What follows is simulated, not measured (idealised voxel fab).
This is a process module. Its name is voxel self aligned vias.
280 nm wide, 5 nm square cells: that's cross-section cut.
Each cross-section below is a grid of square cells, stated as bands in top-down order, with one or more rows of cells making up each band. Heads up on the band format: heights come first, top then bottom, in nm. After that it's the materials left to right, each with its width in nm. A single material flagged "edge to edge" fills the whole band edge to edge, and "empty" means there's empty space there. We count height from 0. Below that, the starting wafer is all one material. The lowest band never ends at the bottom but goes on down; see "top 0, no bottom" for how that is written. So if you see something like "30 to 40" for the width, read it as the top row of the band sitting at the first number and the bottom row at the second, with every row in between moving by the same amount as the last. Key: "left unchanged" - step with no changed cell in the cross-section. Closed-off voids of 8+ cells (no open route to the top) go in "Closed void catalog", written width x height at distance from the left edge, in nm. If you see something after the settings on a step's line, that's the simulator's own remark about that step. overlay nm: on a step with a mask, how far right of its planned place the mask lay; negative means left.
## Set out below are the planned steps of the process
1,RECEIVE | material Si
2,CONFORMAL_DEP | material SiO2 | thk nm 10
3,CONFORMAL_DEP | material SiCN | thk nm 5
4,DIRECTIONAL_DEP | material lowk | thk nm 30
5,DIRECTIONAL_DEP | material aC | thk nm 15
6,PATTERN | tone open | mask id LINES | material resist | width nm 30 | pitch nm 65 | thk nm 35 | overlay nm 0
7,DIRECTIONAL_ETCH | etch materials aC | depth nm 15
8,STRIP | etch materials resist
9,DIRECTIONAL_ETCH | etch materials lowk | depth nm 30
10,STRIP | etch materials aC
11,CONFORMAL_DEP | material TiN | thk nm 5
12,FILL_DEP | material W | thk nm 10
13,CMP | height nm 45
14,SELECTIVE_ETCH | etch materials W Ru TiN | depth nm 10
15,FILL_DEP | material SiN | thk nm 5
16,CMP | height nm 45
17,DIRECTIONAL_DEP | material lowk | thk nm 20
18,MASKED_ETCH | tone open | mask id VIAS | width nm 50 | pitch nm 65 | etch materials lowk | depth nm 20 | overlay nm 0
19,MASKED_ETCH | tone open | mask id VIAS | width nm 50 | pitch nm 65 | etch materials SiN | depth nm 10 | overlay nm -15
20,CONFORMAL_DEP | material TiN | thk nm 5
21,FILL_DEP | material Ru | thk nm 10
22,CMP | height nm 65
23,CONFORMAL_DEP | material SiN | thk nm 5
Split variable: overlay nm, step 19. Plan value = first wafer. Wafers start alike.
## Cross-section of the first of several wafers as received (after step 1)
> top 0, no bottom  Si edge to edge
> Closed void catalog: none
## First of several wafers: cross-section at the end of the module, after step 23, its last step
> top 70, bottom 65  SiN edge to edge
> top 65, bottom 50  lowk (50)  TiN (5)  Ru (40)  TiN (5)  lowk (15)  TiN (5)  Ru (40)  TiN (5)  lowk (15)  TiN (5)  Ru (40)  TiN (5)  lowk (50)
> top 50, bottom 45  lowk (50)  TiN (15)  Ru (15)  TiN (20)  lowk (15)  TiN (15)  Ru (15)  TiN (20)  lowk (15)  TiN (15)  Ru (15)  TiN (20)  lowk (50)
> top 45, bottom 40  lowk (60)  TiN (5)  Ru (15)  TiN (5)  SiN (5)  lowk (35)  TiN (5)  Ru (15)  TiN (5)  SiN (5)  lowk (35)  TiN (5)  Ru (15)  TiN (5)  SiN (5)  lowk (60)
> top 40, bottom 35  lowk (60)  TiN (25)  SiN (5)  lowk (35)  TiN (25)  SiN (5)  lowk (35)  TiN (25)  SiN (5)  lowk (60)
> top 35, bottom 20  lowk (60)  TiN (5)  W (20)  TiN (5)  lowk (35)  TiN (5)  W (20)  TiN (5)  lowk (35)  TiN (5)  W (20)  TiN (5)  lowk (60)
> top 20, bottom 15  lowk (60)  TiN (30)  lowk (35)  TiN (30)  lowk (35)  TiN (30)  lowk (60)
> top 15, bottom 10  SiCN edge to edge
> top 10, bottom 0  SiO2 edge to edge
> top 0, no bottom  Si edge to edge
> Closed void catalog: none
## Wafer cross-section (last wafer, module end)
> top 70, bottom 65  SiN edge to edge
> top 65, bottom 50  lowk (50)  TiN (5)  Ru (40)  TiN (5)  lowk (15)  TiN (5)  Ru (40)  TiN (5)  lowk (15)  TiN (5)  Ru (40)  TiN (5)  lowk (50)
> top 50, bottom 45  lowk (50)  TiN (20)  Ru (15)  TiN (15)  lowk (15)  TiN (20)  Ru (15)  TiN (15)  lowk (15)  TiN (20)  Ru (15)  TiN (15)  lowk (50)
> top 45, bottom 40  lowk (60)  SiN (5)  TiN (5)  Ru (15)  TiN (5)  lowk (35)  SiN (5)  TiN (5)  Ru (15)  TiN (5)  lowk (35)  SiN (5)  TiN (5)  Ru (15)  TiN (5)  lowk (60)
> top 40, bottom 35  lowk (60)  SiN (5)  TiN (25)  lowk (35)  SiN (5)  TiN (25)  lowk (35)  SiN (5)  TiN (25)  lowk (60)
> top 35, bottom 20  lowk (60)  TiN (5)  W (20)  TiN (5)  lowk (35)  TiN (5)  W (20)  TiN (5)  lowk (35)  TiN (5)  W (20)  TiN (5)  lowk (60)
> top 20, bottom 15  lowk (60)  TiN (30)  lowk (35)  TiN (30)  lowk (35)  TiN (30)  lowk (60)
> top 15, bottom 10  SiCN edge to edge
> top 10, bottom 0  SiO2 edge to edge
> top 0, no bottom  Si edge to edge
> Closed void catalog: none
## Here is how to read the rows: every wafer has a row, and it shows the wafer at the end of the module, giving for each material how many cells were gained (+) or lost (-) since the wafer was received, then listing its closed voids
overlay nm -15, +90 Ru, +56 SiCN, +62 SiN, +112 SiO2, +96 TiN, +36 W, +332 lowk, Closed void catalog: none
overlay nm -10, +96 Ru, +56 SiCN, +56 SiN, +112 SiO2, +96 TiN, +36 W, +332 lowk, Closed void catalog: none
overlay nm -5, +96 Ru, +56 SiCN, +56 SiN, +112 SiO2, +96 TiN, +36 W, +332 lowk, Closed void catalog: none
overlay nm 0, +96 Ru, +56 SiCN, +56 SiN, +112 SiO2, +96 TiN, +36 W, +332 lowk, Closed void catalog: none
overlay nm 5, +96 Ru, +56 SiCN, +56 SiN, +112 SiO2, +96 TiN, +36 W, +332 lowk, Closed void catalog: none
overlay nm 10, +96 Ru, +56 SiCN, +56 SiN, +112 SiO2, +96 TiN, +36 W, +332 lowk, Closed void catalog: none
overlay nm 15, +90 Ru, +56 SiCN, +62 SiN, +112 SiO2, +96 TiN, +36 W, +332 lowk, Closed void catalog: none
